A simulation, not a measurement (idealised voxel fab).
Title: Process Module voxel transistor to metal
Cross-sectional view cut (width: 285 nm; square cell size: 5 nm).
This document writes a cross-section as a grid whose cells are square, and gives it as bands, listed from the top down; one or more rows of cells form a band.
Heights first: top, then bottom, in nm. Then materials, left to right, each with a width in nm. "throughout" on a single material: fills the band edge to edge. "air": empty space.
The reference from which all heights are counted is 0, the level beneath which the as-received wafer is entirely one material; the lowest band, having no lower bound, proceeds downward and is written after the example "0 nm and below".
Top row gets the first number, bottom row gets the second, and each row in between changes by the same step: that is how a band width like "30->40" works.
Step marked "no modification"? Then no cell in the cross-section changed in it.
Any empty space of 8 cells or more lacking an open way to the top shows up in "Closed-off voids" as width x height at distance, distance from the left edge, in nm.
On a step's line, text after the settings is the simulator commenting on that step.
Each step line may optionally specify "overlay nm", which for a step with a mask gives the rightward distance between the mask's planned place and where it lay, a negative value indicating the leftward direction.

This section lists the process steps that were planned:
- 1: RECEIVE, material Si
- 2: CONFORMAL_DEP, material SiO2, thk nm 5
- 3: CONFORMAL_DEP, material SiN, thk nm 10
- 4: PATTERN, tone cover, mask id ACTIVE, material resist, width nm 110, pitch nm 135, thk nm 20, overlay nm 0
- 5: DIRECTIONAL_ETCH, etch materials SiN, depth nm 10
- 6: DIRECTIONAL_ETCH, etch materials SiO2, depth nm 5
- 7: DIRECTIONAL_ETCH, etch materials Si, depth nm 25
- 8: STRIP, etch materials resist
- 9: FILL_DEP, material SiO2, thk nm 5
- 10: CMP, height nm 15
- 11: SELECTIVE_ETCH, etch materials SiO2, depth nm 5
- 12: STRIP, etch materials SiN
- 13: SELECTIVE_ETCH, etch materials SiO2, depth nm 5
- 14: OXIDIZE, depth nm 5
- 15: DIRECTIONAL_DEP, material polySi, thk nm 30
- 16: DIRECTIONAL_DEP, material SiCN, thk nm 10
- 17: MASKED_ETCH, tone cover, mask id GATE, width nm 20, pitch nm 135, etch materials SiCN, depth nm 20, overlay nm 0
- 18: MASKED_ETCH, tone cover, mask id GATE, width nm 20, pitch nm 135, etch materials polySi, depth nm 40, overlay nm 0
- 19: CONFORMAL_DEP, material SiO2, thk nm 5
- 20: DIRECTIONAL_ETCH, etch materials SiO2, depth nm 5
- 21: CONFORMAL_DEP, material SiN, thk nm 10
- 22: DIRECTIONAL_ETCH, etch materials SiN, depth nm 10
- 23: DIRECTIONAL_ETCH, etch materials SiO2, depth nm 5
- 24: EPI, material SiGe, thk nm 5
- 25: FILL_DEP, material SiO2, thk nm 5
- 26: CMP, height nm 40
- 27: DIRECTIONAL_DEP, material SiO2, thk nm 15
- 28: PATTERN, tone open, mask id CONTACT, material resist, width nm 30, thk nm 20, overlay nm 0
- 29: DIRECTIONAL_ETCH, etch materials SiO2, depth nm 55
- 30: STRIP, etch materials resist
- 31: CONFORMAL_DEP, material TiN, thk nm 5
- 32: FILL_DEP, material W, thk nm 5
- 33: CMP, height nm 55
- 34: DIRECTIONAL_DEP, material TiN, thk nm 5
- 35: DIRECTIONAL_DEP, material Ru, thk nm 25
- 36: PATTERN, tone cover, mask id METAL_1, material resist, width nm 20, thk nm 15, overlay nm 0
- 37: DIRECTIONAL_ETCH, etch materials Ru, depth nm 25
- 38: DIRECTIONAL_ETCH, etch materials TiN, depth nm 5
- 39: STRIP, etch materials resist
- 40: FILL_DEP, material SiO2, thk nm 5
- 41: CMP, height nm 85
- 42: CONFORMAL_DEP, material SiCN, thk nm 5

First wafer, two in total, run as planned:

As-received state of the wafer in cross-section, equivalent to post-step 1:
    0 nm and below | Si throughout
    Closed-off voids: none

The wafer in cross-section once step 2 is complete:
    5 nm to 0 nm | SiO2 throughout
    Anything lower than 0 is untouched.

The wafer in cross-section once step 3 is complete:
    15 nm to 5 nm | SiN throughout
    Anything lower than 5 is untouched.

The wafer in cross-section once step 4 is complete:
    35 nm to 15 nm | air 20 nm, resist 110 nm, air 25 nm, resist 110 nm, air 20 nm
    Anything lower than 15 is untouched.

The wafer in cross-section once step 5 is complete:
    35 nm to 15 nm | air 20 nm, resist 110 nm, air 25 nm, resist 110 nm, air 20 nm
    15 nm to 5 nm | air 20 nm, SiN 110 nm, air 25 nm, SiN 110 nm, air 20 nm
    Anything lower than 5 is untouched.

The wafer in cross-section once step 6 is complete:
    35 nm to 15 nm | air 20 nm, resist 110 nm, air 25 nm, resist 110 nm, air 20 nm
    15 nm to 5 nm | air 20 nm, SiN 110 nm, air 25 nm, SiN 110 nm, air 20 nm
    5 nm to 0 nm | air 20 nm, SiO2 110 nm, air 25 nm, SiO2 110 nm, air 20 nm
    Anything lower than 0 is untouched.

The wafer in cross-section once step 7 is complete:
    35 nm to 15 nm | air 20 nm, resist 110 nm, air 25 nm, resist 110 nm, air 20 nm
    15 nm to 5 nm | air 20 nm, SiN 110 nm, air 25 nm, SiN 110 nm, air 20 nm
    5 nm to 0 nm | air 20 nm, SiO2 110 nm, air 25 nm, SiO2 110 nm, air 20 nm
    0 nm to -25 nm | air 20 nm, Si 110 nm, air 25 nm, Si 110 nm, air 20 nm
    Anything lower than -25 is untouched.

The wafer in cross-section once step 8 is complete:
    15 nm to 5 nm | air 20 nm, SiN 110 nm, air 25 nm, SiN 110 nm, air 20 nm
    Anything lower than 5 is untouched.

The wafer in cross-section once step 9 is complete:
    20 nm to 15 nm | SiO2 throughout
    15 nm to 5 nm | SiO2 20 nm, SiN 110 nm, SiO2 25 nm, SiN 110 nm, SiO2 20 nm
    5 nm to 0 nm | SiO2 throughout
    0 nm to -25 nm | SiO2 20 nm, Si 110 nm, SiO2 25 nm, Si 110 nm, SiO2 20 nm
    Anything lower than -25 is untouched.

The wafer in cross-section once step 10 is complete:
    15 nm to 5 nm | SiO2 20 nm, SiN 110 nm, SiO2 25 nm, SiN 110 nm, SiO2 20 nm
    Anything lower than 5 is untouched.

The wafer in cross-section once step 11 is complete:
    15 nm to 10 nm | air 20 nm, SiN 110 nm, air 25 nm, SiN 110 nm, air 20 nm
    Anything lower than 10 is untouched.

The wafer in cross-section once step 12 is complete:
    10 nm to 5 nm | SiO2 20 nm, air 110 nm, SiO2 25 nm, air 110 nm, SiO2 20 nm
    Anything lower than 5 is untouched.

The wafer in cross-section once step 13 is complete:
    5 nm to 0 nm | SiO2 15 nm, air 120 nm, SiO2 15 nm, air 120 nm, SiO2 15 nm
    Anything lower than 0 is untouched.

The wafer in cross-section once step 14 is complete:
    5 nm to 0 nm | SiO2 15 nm, air 120 nm, SiO2 15 nm, air 120 nm, SiO2 15 nm
    0 nm to -5 nm | SiO2 throughout
    Anything lower than -5 is untouched.

The wafer in cross-section once step 15 is complete:
    35 nm to 30 nm | polySi 15 nm, air 120 nm, polySi 15 nm, air 120 nm, polySi 15 nm
    30 nm to 5 nm | polySi throughout
    5 nm to 0 nm | SiO2 15 nm, polySi 120 nm, SiO2 15 nm, polySi 120 nm, SiO2 15 nm
    Anything lower than 0 is untouched.

The wafer in cross-section once step 16 is complete:
    45 nm to 40 nm | SiCN 15 nm, air 120 nm, SiCN 15 nm, air 120 nm, SiCN 15 nm
    40 nm to 35 nm | SiCN throughout
    35 nm to 30 nm | polySi 15 nm, SiCN 120 nm, polySi 15 nm, SiCN 120 nm, polySi 15 nm
    Anything lower than 30 is untouched.

The wafer in cross-section once step 17 is complete:
    40 nm to 35 nm | air 65 nm, SiCN 20 nm, air 115 nm, SiCN 20 nm, air 65 nm
    35 nm to 30 nm | polySi 15 nm, air 50 nm, SiCN 20 nm, air 50 nm, polySi 15 nm, air 50 nm, SiCN 20 nm, air 50 nm, polySi 15 nm
    Anything lower than 30 is untouched.

The wafer in cross-section once step 18 is complete:
    40 nm to 30 nm | air 65 nm, SiCN 20 nm, air 115 nm, SiCN 20 nm, air 65 nm
    30 nm to 5 nm | air 65 nm, polySi 20 nm, air 115 nm, polySi 20 nm, air 65 nm
    5 nm to 0 nm | SiO2 15 nm, air 50 nm, polySi 20 nm, air 50 nm, SiO2 15 nm, air 50 nm, polySi 20 nm, air 50 nm, SiO2 15 nm
    Anything lower than 0 is untouched.

The wafer in cross-section once step 19 is complete:
    45 nm to 40 nm | air 60 nm, SiO2 30 nm, air 105 nm, SiO2 30 nm, air 60 nm
    40 nm to 30 nm | air 60 nm, SiO2 5 nm, SiCN 20 nm, SiO2 5 nm, air 105 nm, SiO2 5 nm, SiCN 20 nm, SiO2 5 nm, air 60 nm
    30 nm to 10 nm | air 60 nm, SiO2 5 nm, polySi 20 nm, SiO2 5 nm, air 105 nm, SiO2 5 nm, polySi 20 nm, SiO2 5 nm, air 60 nm
    10 nm to 5 nm | SiO2 20 nm, air 40 nm, SiO2 5 nm, polySi 20 nm, SiO2 5 nm, air 40 nm, SiO2 25 nm, air 40 nm, SiO2 5 nm, polySi 20 nm, SiO2 5 nm, air 40 nm, SiO2 20 nm
    5 nm to 0 nm | SiO2 65 nm, polySi 20 nm, SiO2 115 nm, polySi 20 nm, SiO2 65 nm
    Anything lower than 0 is untouched.

The wafer in cross-section once step 20 is complete:
    40 nm to 30 nm | air 60 nm, SiO2 5 nm, SiCN 20 nm, SiO2 5 nm, air 105 nm, SiO2 5 nm, SiCN 20 nm, SiO2 5 nm, air 60 nm
    30 nm to 5 nm | air 60 nm, SiO2 5 nm, polySi 20 nm, SiO2 5 nm, air 105 nm, SiO2 5 nm, polySi 20 nm, SiO2 5 nm, air 60 nm
    5 nm to 0 nm | SiO2 20 nm, air 40 nm, SiO2 5 nm, polySi 20 nm, SiO2 5 nm, air 40 nm, SiO2 25 nm, air 40 nm, SiO2 5 nm, polySi 20 nm, SiO2 5 nm, air 40 nm, SiO2 20 nm
    Anything lower than 0 is untouched.

The wafer in cross-section once step 21 is complete:
    50 nm to 40 nm | air 50 nm, SiN 50 nm, air 85 nm, SiN 50 nm, air 50 nm
    40 nm to 30 nm | air 50 nm, SiN 10 nm, SiO2 5 nm, SiCN 20 nm, SiO2 5 nm, SiN 10 nm, air 85 nm, SiN 10 nm, SiO2 5 nm, SiCN 20 nm, SiO2 5 nm, SiN 10 nm, air 50 nm
    30 nm to 15 nm | air 50 nm, SiN 10 nm, SiO2 5 nm, polySi 20 nm, SiO2 5 nm, SiN 10 nm, air 85 nm, SiN 10 nm, SiO2 5 nm, polySi 20 nm, SiO2 5 nm, SiN 10 nm, air 50 nm
    15 nm to 10 nm | SiN 30 nm, air 20 nm, SiN 10 nm, SiO2 5 nm, polySi 20 nm, SiO2 5 nm, SiN 10 nm, air 20 nm, SiN 45 nm, air 20 nm, SiN 10 nm, SiO2 5 nm, polySi 20 nm, SiO2 5 nm, SiN 10 nm, air 20 nm, SiN 30 nm
    10 nm to 5 nm | SiN 60 nm, SiO2 5 nm, polySi 20 nm, SiO2 5 nm, SiN 105 nm, SiO2 5 nm, polySi 20 nm, SiO2 5 nm, SiN 60 nm
    5 nm to 0 nm | SiO2 20 nm, SiN 40 nm, SiO2 5 nm, polySi 20 nm, SiO2 5 nm, SiN 40 nm, SiO2 25 nm, SiN 40 nm, SiO2 5 nm, polySi 20 nm, SiO2 5 nm, SiN 40 nm, SiO2 20 nm
    Anything lower than 0 is untouched.

The wafer in cross-section once step 22 is complete:
    40 nm to 30 nm | air 50 nm, SiN 10 nm, SiO2 5 nm, SiCN 20 nm, SiO2 5 nm, SiN 10 nm, air 85 nm, SiN 10 nm, SiO2 5 nm, SiCN 20 nm, SiO2 5 nm, SiN 10 nm, air 50 nm
    30 nm to 5 nm | air 50 nm, SiN 10 nm, SiO2 5 nm, polySi 20 nm, SiO2 5 nm, SiN 10 nm, air 85 nm, SiN 10 nm, SiO2 5 nm, polySi 20 nm, SiO2 5 nm, SiN 10 nm, air 50 nm
    5 nm to 0 nm | SiO2 20 nm, SiN 10 nm, air 20 nm, SiN 10 nm, SiO2 5 nm, polySi 20 nm, SiO2 5 nm, SiN 10 nm, air 20 nm, SiN 10 nm, SiO2 25 nm, SiN 10 nm, air 20 nm, SiN 10 nm, SiO2 5 nm, polySi 20 nm, SiO2 5 nm, SiN 10 nm, air 20 nm, SiN 10 nm, SiO2 20 nm
    Anything lower than 0 is untouched.

The wafer in cross-section once step 23 is complete:
    40 nm to 35 nm | air 50 nm, SiN 10 nm, air 5 nm, SiCN 20 nm, air 5 nm, SiN 10 nm, air 85 nm, SiN 10 nm, air 5 nm, SiCN 20 nm, air 5 nm, SiN 10 nm, air 50 nm
    35 nm to 30 nm | air 50 nm, SiN 10 nm, SiO2 5 nm, SiCN 20 nm, SiO2 5 nm, SiN 10 nm, air 85 nm, SiN 10 nm, SiO2 5 nm, SiCN 20 nm, SiO2 5 nm, SiN 10 nm, air 50 nm
    30 nm to 5 nm | air 50 nm, SiN 10 nm, SiO2 5 nm, polySi 20 nm, SiO2 5 nm, SiN 10 nm, air 85 nm, SiN 10 nm, SiO2 5 nm, polySi 20 nm, SiO2 5 nm, SiN 10 nm, air 50 nm
    5 nm to 0 nm | air 20 nm, SiN 10 nm, air 20 nm, SiN 10 nm, SiO2 5 nm, polySi 20 nm, SiO2 5 nm, SiN 10 nm, air 20 nm, SiN 10 nm, air 25 nm, SiN 10 nm, air 20 nm, SiN 10 nm, SiO2 5 nm, polySi 20 nm, SiO2 5 nm, SiN 10 nm, air 20 nm, SiN 10 nm, air 20 nm
    0 nm to -5 nm | SiO2 30 nm, air 20 nm, SiO2 50 nm, air 20 nm, SiO2 45 nm, air 20 nm, SiO2 50 nm, air 20 nm, SiO2 30 nm
    Anything lower than -5 is untouched.

The wafer in cross-section once step 24 is complete:
    40 nm to 35 nm | air 50 nm, SiN 10 nm, air 5 nm, SiCN 20 nm, air 5 nm, SiN 10 nm, air 85 nm, SiN 10 nm, air 5 nm, SiCN 20 nm, air 5 nm, SiN 10 nm, air 50 nm
    35 nm to 30 nm | air 50 nm, SiN 10 nm, SiO2 5 nm, SiCN 20 nm, SiO2 5 nm, SiN 10 nm, air 85 nm, SiN 10 nm, SiO2 5 nm, SiCN 20 nm, SiO2 5 nm, SiN 10 nm, air 50 nm
    30 nm to 5 nm | air 50 nm, SiN 10 nm, SiO2 5 nm, polySi 20 nm, SiO2 5 nm, SiN 10 nm, air 85 nm, SiN 10 nm, SiO2 5 nm, polySi 20 nm, SiO2 5 nm, SiN 10 nm, air 50 nm
    5 nm to 0 nm | air 20 nm, SiN 10 nm, air 20 nm, SiN 10 nm, SiO2 5 nm, polySi 20 nm, SiO2 5 nm, SiN 10 nm, air 20 nm, SiN 10 nm, air 25 nm, SiN 10 nm, air 20 nm, SiN 10 nm, SiO2 5 nm, polySi 20 nm, SiO2 5 nm, SiN 10 nm, air 20 nm, SiN 10 nm, air 20 nm
    0 nm to -5 nm | SiO2 30 nm, SiGe 20 nm, SiO2 50 nm, SiGe 20 nm, SiO2 45 nm, SiGe 20 nm, SiO2 50 nm, SiGe 20 nm, SiO2 30 nm
    Anything lower than -5 is untouched.

The wafer in cross-section once step 25 is complete:
    45 nm to 40 nm | SiO2 throughout
    40 nm to 30 nm | SiO2 50 nm, SiN 10 nm, SiO2 5 nm, SiCN 20 nm, SiO2 5 nm, SiN 10 nm, SiO2 85 nm, SiN 10 nm, SiO2 5 nm, SiCN 20 nm, SiO2 5 nm, SiN 10 nm, SiO2 50 nm
    30 nm to 5 nm | SiO2 50 nm, SiN 10 nm, SiO2 5 nm, polySi 20 nm, SiO2 5 nm, SiN 10 nm, SiO2 85 nm, SiN 10 nm, SiO2 5 nm, polySi 20 nm, SiO2 5 nm, SiN 10 nm, SiO2 50 nm
    5 nm to 0 nm | SiO2 20 nm, SiN 10 nm, SiO2 20 nm, SiN 10 nm, SiO2 5 nm, polySi 20 nm, SiO2 5 nm, SiN 10 nm, SiO2 20 nm, SiN 10 nm, SiO2 25 nm, SiN 10 nm, SiO2 20 nm, SiN 10 nm, SiO2 5 nm, polySi 20 nm, SiO2 5 nm, SiN 10 nm, SiO2 20 nm, SiN 10 nm, SiO2 20 nm
    Anything lower than 0 is untouched.

The wafer in cross-section once step 26 is complete:
    40 nm to 30 nm | SiO2 50 nm, SiN 10 nm, SiO2 5 nm, SiCN 20 nm, SiO2 5 nm, SiN 10 nm, SiO2 85 nm, SiN 10 nm, SiO2 5 nm, SiCN 20 nm, SiO2 5 nm, SiN 10 nm, SiO2 50 nm
    Anything lower than 30 is untouched.

The wafer in cross-section once step 27 is complete:
    55 nm to 40 nm | SiO2 throughout
    Anything lower than 40 is untouched.

The wafer in cross-section once step 28 is complete:
    75 nm to 55 nm | resist 30 nm, air 30 nm, resist 30 nm, air 30 nm, resist 45 nm, air 30 nm, resist 30 nm, air 30 nm, resist 30 nm
    Anything lower than 55 is untouched.

The wafer in cross-section once step 29 is complete:
    75 nm to 55 nm | resist 30 nm, air 30 nm, resist 30 nm, air 30 nm, resist 45 nm, air 30 nm, resist 30 nm, air 30 nm, resist 30 nm
    55 nm to 40 nm | SiO2 30 nm, air 30 nm, SiO2 30 nm, air 30 nm, SiO2 45 nm, air 30 nm, SiO2 30 nm, air 30 nm, SiO2 30 nm
    40 nm to 30 nm | SiO2 30 nm, air 20 nm, SiN 10 nm, SiO2 5 nm, SiCN 20 nm, SiO2 5 nm, SiN 10 nm, air 20 nm, SiO2 45 nm, air 20 nm, SiN 10 nm, SiO2 5 nm, SiCN 20 nm, SiO2 5 nm, SiN 10 nm, air 20 nm, SiO2 30 nm
    30 nm to 5 nm | SiO2 30 nm, air 20 nm, SiN 10 nm, SiO2 5 nm, polySi 20 nm, SiO2 5 nm, SiN 10 nm, air 20 nm, SiO2 45 nm, air 20 nm, SiN 10 nm, SiO2 5 nm, polySi 20 nm, SiO2 5 nm, SiN 10 nm, air 20 nm, SiO2 30 nm
    5 nm to 0 nm | SiO2 20 nm, SiN 10 nm, air 20 nm, SiN 10 nm, SiO2 5 nm, polySi 20 nm, SiO2 5 nm, SiN 10 nm, air 20 nm, SiN 10 nm, SiO2 25 nm, SiN 10 nm, air 20 nm, SiN 10 nm, SiO2 5 nm, polySi 20 nm, SiO2 5 nm, SiN 10 nm, air 20 nm, SiN 10 nm, SiO2 20 nm
    Anything lower than 0 is untouched.

The wafer in cross-section once step 30 is complete:
    55 nm to 40 nm | SiO2 30 nm, air 30 nm, SiO2 30 nm, air 30 nm, SiO2 45 nm, air 30 nm, SiO2 30 nm, air 30 nm, SiO2 30 nm
    Anything lower than 40 is untouched.

The wafer in cross-section once step 31 is complete:
    60 nm to 55 nm | TiN 35 nm, air 20 nm, TiN 40 nm, air 20 nm, TiN 55 nm, air 20 nm, TiN 40 nm, air 20 nm, TiN 35 nm
    55 nm to 45 nm | SiO2 30 nm, TiN 5 nm, air 20 nm, TiN 5 nm, SiO2 30 nm, TiN 5 nm, air 20 nm, TiN 5 nm, SiO2 45 nm, TiN 5 nm, air 20 nm, TiN 5 nm, SiO2 30 nm, TiN 5 nm, air 20 nm, TiN 5 nm, SiO2 30 nm
    45 nm to 40 nm | SiO2 30 nm, TiN 5 nm, air 10 nm, TiN 15 nm, SiO2 30 nm, TiN 15 nm, air 10 nm, TiN 5 nm, SiO2 45 nm, TiN 5 nm, air 10 nm, TiN 15 nm, SiO2 30 nm, TiN 15 nm, air 10 nm, TiN 5 nm, SiO2 30 nm
    40 nm to 30 nm | SiO2 30 nm, TiN 5 nm, air 10 nm, TiN 5 nm, SiN 10 nm, SiO2 5 nm, SiCN 20 nm, SiO2 5 nm, SiN 10 nm, TiN 5 nm, air 10 nm, TiN 5 nm, SiO2 45 nm, TiN 5 nm, air 10 nm, TiN 5 nm, SiN 10 nm, SiO2 5 nm, SiCN 20 nm, SiO2 5 nm, SiN 10 nm, TiN 5 nm, air 10 nm, TiN 5 nm, SiO2 30 nm
    30 nm to 5 nm | SiO2 30 nm, TiN 5 nm, air 10 nm, TiN 5 nm, SiN 10 nm, SiO2 5 nm, polySi 20 nm, SiO2 5 nm, SiN 10 nm, TiN 5 nm, air 10 nm, TiN 5 nm, SiO2 45 nm, TiN 5 nm, air 10 nm, TiN 5 nm, SiN 10 nm, SiO2 5 nm, polySi 20 nm, SiO2 5 nm, SiN 10 nm, TiN 5 nm, air 10 nm, TiN 5 nm, SiO2 30 nm
    5 nm to 0 nm | SiO2 20 nm, SiN 10 nm, TiN 20 nm, SiN 10 nm, SiO2 5 nm, polySi 20 nm, SiO2 5 nm, SiN 10 nm, TiN 20 nm, SiN 10 nm, SiO2 25 nm, SiN 10 nm, TiN 20 nm, SiN 10 nm, SiO2 5 nm, polySi 20 nm, SiO2 5 nm, SiN 10 nm, TiN 20 nm, SiN 10 nm, SiO2 20 nm
    Anything lower than 0 is untouched.

The wafer in cross-section once step 32 is complete:
    65 nm to 60 nm | W throughout
    60 nm to 55 nm | TiN 35 nm, W 20 nm, TiN 40 nm, W 20 nm, TiN 55 nm, W 20 nm, TiN 40 nm, W 20 nm, TiN 35 nm
    55 nm to 45 nm | SiO2 30 nm, TiN 5 nm, W 20 nm, TiN 5 nm, SiO2 30 nm, TiN 5 nm, W 20 nm, TiN 5 nm, SiO2 45 nm, TiN 5 nm, W 20 nm, TiN 5 nm, SiO2 30 nm, TiN 5 nm, W 20 nm, TiN 5 nm, SiO2 30 nm
    45 nm to 40 nm | SiO2 30 nm, TiN 5 nm, W 10 nm, TiN 15 nm, SiO2 30 nm, TiN 15 nm, W 10 nm, TiN 5 nm, SiO2 45 nm, TiN 5 nm, W 10 nm, TiN 15 nm, SiO2 30 nm, TiN 15 nm, W 10 nm, TiN 5 nm, SiO2 30 nm
    40 nm to 30 nm | SiO2 30 nm, TiN 5 nm, W 10 nm, TiN 5 nm, SiN 10 nm, SiO2 5 nm, SiCN 20 nm, SiO2 5 nm, SiN 10 nm, TiN 5 nm, W 10 nm, TiN 5 nm, SiO2 45 nm, TiN 5 nm, W 10 nm, TiN 5 nm, SiN 10 nm, SiO2 5 nm, SiCN 20 nm, SiO2 5 nm, SiN 10 nm, TiN 5 nm, W 10 nm, TiN 5 nm, SiO2 30 nm
    30 nm to 5 nm | SiO2 30 nm, TiN 5 nm, W 10 nm, TiN 5 nm, SiN 10 nm, SiO2 5 nm, polySi 20 nm, SiO2 5 nm, SiN 10 nm, TiN 5 nm, W 10 nm, TiN 5 nm, SiO2 45 nm, TiN 5 nm, W 10 nm, TiN 5 nm, SiN 10 nm, SiO2 5 nm, polySi 20 nm, SiO2 5 nm, SiN 10 nm, TiN 5 nm, W 10 nm, TiN 5 nm, SiO2 30 nm
    Anything lower than 5 is untouched.

The wafer in cross-section once step 33 is complete:
    55 nm to 45 nm | SiO2 30 nm, TiN 5 nm, W 20 nm, TiN 5 nm, SiO2 30 nm, TiN 5 nm, W 20 nm, TiN 5 nm, SiO2 45 nm, TiN 5 nm, W 20 nm, TiN 5 nm, SiO2 30 nm, TiN 5 nm, W 20 nm, TiN 5 nm, SiO2 30 nm
    Anything lower than 45 is untouched.

The wafer in cross-section once step 34 is complete:
    60 nm to 55 nm | TiN throughout
    Anything lower than 55 is untouched.

The wafer in cross-section once step 35 is complete:
    85 nm to 60 nm | Ru throughout
    Anything lower than 60 is untouched.

The wafer in cross-section once step 36 is complete:
    100 nm to 85 nm | air 30 nm, resist 20 nm, air 50 nm, resist 20 nm, air 45 nm, resist 20 nm, air 50 nm, resist 20 nm, air 30 nm
    Anything lower than 85 is untouched.

The wafer in cross-section once step 37 is complete:
    100 nm to 85 nm | air 30 nm, resist 20 nm, air 50 nm, resist 20 nm, air 45 nm, resist 20 nm, air 50 nm, resist 20 nm, air 30 nm
    85 nm to 60 nm | air 30 nm, Ru 20 nm, air 50 nm, Ru 20 nm, air 45 nm, Ru 20 nm, air 50 nm, Ru 20 nm, air 30 nm
    Anything lower than 60 is untouched.

The wafer in cross-section once step 38 is complete:
    100 nm to 85 nm | air 30 nm, resist 20 nm, air 50 nm, resist 20 nm, air 45 nm, resist 20 nm, air 50 nm, resist 20 nm, air 30 nm
    85 nm to 60 nm | air 30 nm, Ru 20 nm, air 50 nm, Ru 20 nm, air 45 nm, Ru 20 nm, air 50 nm, Ru 20 nm, air 30 nm
    60 nm to 55 nm | air 30 nm, TiN 20 nm, air 50 nm, TiN 20 nm, air 45 nm, TiN 20 nm, air 50 nm, TiN 20 nm, air 30 nm
    Anything lower than 55 is untouched.

The wafer in cross-section once step 39 is complete:
    85 nm to 60 nm | air 30 nm, Ru 20 nm, air 50 nm, Ru 20 nm, air 45 nm, Ru 20 nm, air 50 nm, Ru 20 nm, air 30 nm
    Anything lower than 60 is untouched.

The wafer in cross-section once step 40 is complete:
    90 nm to 85 nm | SiO2 throughout
    85 nm to 60 nm | SiO2 30 nm, Ru 20 nm, SiO2 50 nm, Ru 20 nm, SiO2 45 nm, Ru 20 nm, SiO2 50 nm, Ru 20 nm, SiO2 30 nm
    60 nm to 55 nm | SiO2 30 nm, TiN 20 nm, SiO2 50 nm, TiN 20 nm, SiO2 45 nm, TiN 20 nm, SiO2 50 nm, TiN 20 nm, SiO2 30 nm
    Anything lower than 55 is untouched.

The wafer in cross-section once step 41 is complete:
    85 nm to 60 nm | SiO2 30 nm, Ru 20 nm, SiO2 50 nm, Ru 20 nm, SiO2 45 nm, Ru 20 nm, SiO2 50 nm, Ru 20 nm, SiO2 30 nm
    Anything lower than 60 is untouched.

The wafer in cross-section once step 42 is complete:
    90 nm to 85 nm | SiCN throughout
    Anything lower than 85 is untouched.

Regarding the second of the two wafers: it shared the first wafer's starting condition and process plan, yet one error occurred during its execution. Its history coincides with that of the first wafer up to and including step 26:

Cross-section of the second wafer at the time step 27 of the plan should have ended:
    55 nm to 40 nm | SiN throughout
    Anything lower than 40 is untouched.

Cross-section of the second wafer at the time step 28 of the plan should have ended:
    75 nm to 55 nm | resist 30 nm, air 30 nm, resist 30 nm, air 30 nm, resist 45 nm, air 30 nm, resist 30 nm, air 30 nm, resist 30 nm
    Anything lower than 55 is untouched.

Cross-section of the second wafer at the time step 29 of the plan should have ended: no modification

Cross-section of the second wafer at the time step 30 of the plan should have ended:
    55 nm to 40 nm | SiN throughout
    Anything lower than 40 is untouched.

Cross-section of the second wafer at the time step 31 of the plan should have ended:
    60 nm to 55 nm | TiN throughout
    Anything lower than 55 is untouched.

Cross-section of the second wafer at the time step 32 of the plan should have ended:
    65 nm to 60 nm | W throughout
    Anything lower than 60 is untouched.

Cross-section of the second wafer at the time step 33 of the plan should have ended:
    55 nm to 40 nm | SiN throughout
    Anything lower than 40 is untouched.

Cross-section of the second wafer at the time step 34 of the plan should have ended:
    60 nm to 55 nm | TiN throughout
    Anything lower than 55 is untouched.

Cross-section of the second wafer at the time step 35 of the plan should have ended:
    85 nm to 60 nm | Ru throughout
    Anything lower than 60 is untouched.

Cross-section of the second wafer at the time step 36 of the plan should have ended:
    100 nm to 85 nm | air 30 nm, resist 20 nm, air 50 nm, resist 20 nm, air 45 nm, resist 20 nm, air 50 nm, resist 20 nm, air 30 nm
    Anything lower than 85 is untouched.

Cross-section of the second wafer at the time step 37 of the plan should have ended:
    100 nm to 85 nm | air 30 nm, resist 20 nm, air 50 nm, resist 20 nm, air 45 nm, resist 20 nm, air 50 nm, resist 20 nm, air 30 nm
    85 nm to 60 nm | air 30 nm, Ru 20 nm, air 50 nm, Ru 20 nm, air 45 nm, Ru 20 nm, air 50 nm, Ru 20 nm, air 30 nm
    Anything lower than 60 is untouched.

Cross-section of the second wafer at the time step 38 of the plan should have ended:
    100 nm to 85 nm | air 30 nm, resist 20 nm, air 50 nm, resist 20 nm, air 45 nm, resist 20 nm, air 50 nm, resist 20 nm, air 30 nm
    85 nm to 60 nm | air 30 nm, Ru 20 nm, air 50 nm, Ru 20 nm, air 45 nm, Ru 20 nm, air 50 nm, Ru 20 nm, air 30 nm
    60 nm to 55 nm | air 30 nm, TiN 20 nm, air 50 nm, TiN 20 nm, air 45 nm, TiN 20 nm, air 50 nm, TiN 20 nm, air 30 nm
    Anything lower than 55 is untouched.

Cross-section of the second wafer at the time step 39 of the plan should have ended:
    85 nm to 60 nm | air 30 nm, Ru 20 nm, air 50 nm, Ru 20 nm, air 45 nm, Ru 20 nm, air 50 nm, Ru 20 nm, air 30 nm
    Anything lower than 60 is untouched.

Cross-section of the second wafer at the time step 40 of the plan should have ended:
    90 nm to 85 nm | SiO2 throughout
    85 nm to 60 nm | SiO2 30 nm, Ru 20 nm, SiO2 50 nm, Ru 20 nm, SiO2 45 nm, Ru 20 nm, SiO2 50 nm, Ru 20 nm, SiO2 30 nm
    60 nm to 55 nm | SiO2 30 nm, TiN 20 nm, SiO2 50 nm, TiN 20 nm, SiO2 45 nm, TiN 20 nm, SiO2 50 nm, TiN 20 nm, SiO2 30 nm
    Anything lower than 55 is untouched.

Cross-section of the second wafer at the time step 41 of the plan should have ended:
    85 nm to 60 nm | SiO2 30 nm, Ru 20 nm, SiO2 50 nm, Ru 20 nm, SiO2 45 nm, Ru 20 nm, SiO2 50 nm, Ru 20 nm, SiO2 30 nm
    Anything lower than 60 is untouched.

Cross-section of the second wafer at the time step 42 of the plan should have ended:
    90 nm to 85 nm | SiCN throughout
    Anything lower than 85 is untouched.
It is concluded that the wafer was processed incorrectly with respect to the plan, in that step 27 was not run as planned; what actually ran was DIRECTIONAL_DEP, material SiN, thk nm 15
Wrapping up, a cell-based count of both wafers puts the second over or under the first for these materials: +171 SiN | +29 SiO2 | -104 TiN | -96 W
